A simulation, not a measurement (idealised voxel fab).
voxel spacer lines: a process module
In the cross-section labelled cut, the width is 280 nm and each square cell is 5 nm.
A cross-section is written here as square cells arranged in a grid, and it is given in bands from the top down, each band taking up one or more rows of cells. Look at the band entry: it leads with the top's height and the bottom's height in nm. Then it lists the materials left to right, with a width in nm for each. The word "throughout" on a single material says that material fills the band edge to edge. The word "air" is empty space. Ref level 0: as-received wafer is one material below here. Bottom band extends down with no lower bound ("z 0 and below"). A two-number width, for instance "30 to 40", indicates that the width is equal to the first number in the top row of the band and to the second number in the bottom row, and that it changes by a constant amount per row of cells. Given "all unchanged" for a step, no cell of the cross-section differs between before and after that step. Enclosed voids (no open way to top), threshold 8 cells or more, entry "Closed voids list", notation width x height at distance, distance from left edge, nm. It should be noted that, on the line of a given step, the content following the step's settings is a remark produced by the simulator itself with respect to that step. A step's line can hold "overlay nm"; with a mask on that step, the setting says how far right of the planned place the mask lay, while a negative setting says it lay to the left.

[List of planned process steps]
1 RECEIVE, material Si
2 CONFORMAL_DEP, material Al2O3, thk nm 10
3 DIRECTIONAL_DEP, material SiN, thk nm 10
4 DIRECTIONAL_DEP, material aC, thk nm 20
5 PATTERN, tone cover, mask id MANDREL, material resist, width nm 15, pitch nm 50, thk nm 25, overlay nm 0
6 DIRECTIONAL_ETCH, etch materials aC, depth nm 20
7 STRIP, etch materials resist
8 CONFORMAL_DEP, material SiO2, thk nm 10
9 DIRECTIONAL_ETCH, etch materials SiO2, depth nm 10
10 STRIP, etch materials aC
11 DIRECTIONAL_ETCH, etch materials SiN, depth nm 10
12 STRIP, etch materials SiO2
13 FILL_DEP, material SiO2, thk nm 10
14 CMP, height nm 20

[The first of a set of two wafers, run to plan]

[As-received wafer cross-section (after step 1)]
z 0 and below = Si throughout
Closed voids list: none

[Step 2 complete: cross-section through the wafer]
z 10 to 0 = Al2O3 throughout
Under 0: no change, same as before.

[Step 3 complete: cross-section through the wafer]
z 20 to 10 = SiN throughout
Under 10: no change, same as before.

[Step 4 complete: cross-section through the wafer]
z 40 to 20 = aC throughout
Under 20: no change, same as before.

[Step 5 complete: cross-section through the wafer]
z 65 to 40 = 105 nm air; 15 nm resist; 35 nm air; 15 nm resist; 110 nm air
Under 40: no change, same as before.

[Step 6 complete: cross-section through the wafer]
z 45 to 40 = 105 nm air; 15 nm resist; 35 nm air; 15 nm resist; 110 nm air
z 40 to 20 = 105 nm air; 15 nm aC; 35 nm air; 15 nm aC; 110 nm air
Under 20: no change, same as before.

[Step 7 complete: cross-section through the wafer]
z 40 to 20 = 105 nm air; 15 nm aC; 35 nm air; 15 nm aC; 110 nm air
Under 20: no change, same as before.

[Step 8 complete: cross-section through the wafer]
z 50 to 40 = 95 nm air; 35 nm SiO2; 15 nm air; 35 nm SiO2; 100 nm air
z 40 to 30 = 95 nm air; 10 nm SiO2; 15 nm aC; 10 nm SiO2; 15 nm air; 10 nm SiO2; 15 nm aC; 10 nm SiO2; 100 nm air
z 30 to 20 = 105 nm SiO2; 15 nm aC; 35 nm SiO2; 15 nm aC; 110 nm SiO2
Under 20: no change, same as before.

[Step 9 complete: cross-section through the wafer]
z 40 to 20 = 95 nm air; 10 nm SiO2; 15 nm aC; 10 nm SiO2; 15 nm air; 10 nm SiO2; 15 nm aC; 10 nm SiO2; 100 nm air
Under 20: no change, same as before.

[Step 10 complete: cross-section through the wafer]
z 40 to 20 = 95 nm air; 10 nm SiO2; 15 nm air; 10 nm SiO2; 15 nm air; 10 nm SiO2; 15 nm air; 10 nm SiO2; 100 nm air
Under 20: no change, same as before.

[Step 11 complete: cross-section through the wafer]
z 40 to 20 = 95 nm air; 10 nm SiO2; 15 nm air; 10 nm SiO2; 15 nm air; 10 nm SiO2; 15 nm air; 10 nm SiO2; 100 nm air
z 20 to 10 = 95 nm air; 10 nm SiN; 15 nm air; 10 nm SiN; 15 nm air; 10 nm SiN; 15 nm air; 10 nm SiN; 100 nm air
Under 10: no change, same as before.

[Step 12 complete: cross-section through the wafer]
z 20 to 10 = 95 nm air; 10 nm SiN; 15 nm air; 10 nm SiN; 15 nm air; 10 nm SiN; 15 nm air; 10 nm SiN; 100 nm air
Under 10: no change, same as before.

[Step 13 complete: cross-section through the wafer]
z 30 to 20 = SiO2 throughout
z 20 to 10 = 95 nm SiO2; 10 nm SiN; 15 nm SiO2; 10 nm SiN; 15 nm SiO2; 10 nm SiN; 15 nm SiO2; 10 nm SiN; 100 nm SiO2
Under 10: no change, same as before.

[Step 14 complete: cross-section through the wafer]
z 20 to 10 = 95 nm SiO2; 10 nm SiN; 15 nm SiO2; 10 nm SiN; 15 nm SiO2; 10 nm SiN; 15 nm SiO2; 10 nm SiN; 100 nm SiO2
Under 10: no change, same as before.

[Second of two: same start, same plan, one run error; steps up to and including 5 match the first]

[when step 6 should have ended]
z 25 to 20 = 105 nm air; 15 nm aC; 35 nm air; 15 nm aC; 110 nm air
Under 20: no change, same as before.

when step 7 should have ended: all unchanged

[when step 8 should have ended]
z 35 to 30 = 95 nm air; 35 nm SiO2; 15 nm air; 35 nm SiO2; 100 nm air
z 30 to 25 = SiO2 throughout
z 25 to 20 = 105 nm SiO2; 15 nm aC; 35 nm SiO2; 15 nm aC; 110 nm SiO2
Under 20: no change, same as before.

[when step 9 should have ended]
z 25 to 20 = 95 nm air; 10 nm SiO2; 15 nm aC; 10 nm SiO2; 15 nm air; 10 nm SiO2; 15 nm aC; 10 nm SiO2; 100 nm air
Under 20: no change, same as before.

[when step 10 should have ended]
z 25 to 20 = 95 nm air; 10 nm SiO2; 15 nm air; 10 nm SiO2; 15 nm air; 10 nm SiO2; 15 nm air; 10 nm SiO2; 100 nm air
Under 20: no change, same as before.

[when step 11 should have ended]
z 25 to 20 = 95 nm air; 10 nm SiO2; 15 nm air; 10 nm SiO2; 15 nm air; 10 nm SiO2; 15 nm air; 10 nm SiO2; 100 nm air
z 20 to 10 = 95 nm air; 10 nm SiN; 15 nm air; 10 nm SiN; 15 nm air; 10 nm SiN; 15 nm air; 10 nm SiN; 100 nm air
Under 10: no change, same as before.

[when step 12 should have ended]
z 20 to 10 = 95 nm air; 10 nm SiN; 15 nm air; 10 nm SiN; 15 nm air; 10 nm SiN; 15 nm air; 10 nm SiN; 100 nm air
Under 10: no change, same as before.

[when step 13 should have ended]
z 30 to 20 = SiO2 throughout
z 20 to 10 = 95 nm SiO2; 10 nm SiN; 15 nm SiO2; 10 nm SiN; 15 nm SiO2; 10 nm SiN; 15 nm SiO2; 10 nm SiN; 100 nm SiO2
Under 10: no change, same as before.

[when step 14 should have ended]
z 20 to 10 = 95 nm SiO2; 10 nm SiN; 15 nm SiO2; 10 nm SiN; 15 nm SiO2; 10 nm SiN; 15 nm SiO2; 10 nm SiN; 100 nm SiO2
Under 10: no change, same as before.
Run error: plan step 6 was conducted twice
Same final cross-section on the two wafers, so the model's numbers don't move because of the mistake.
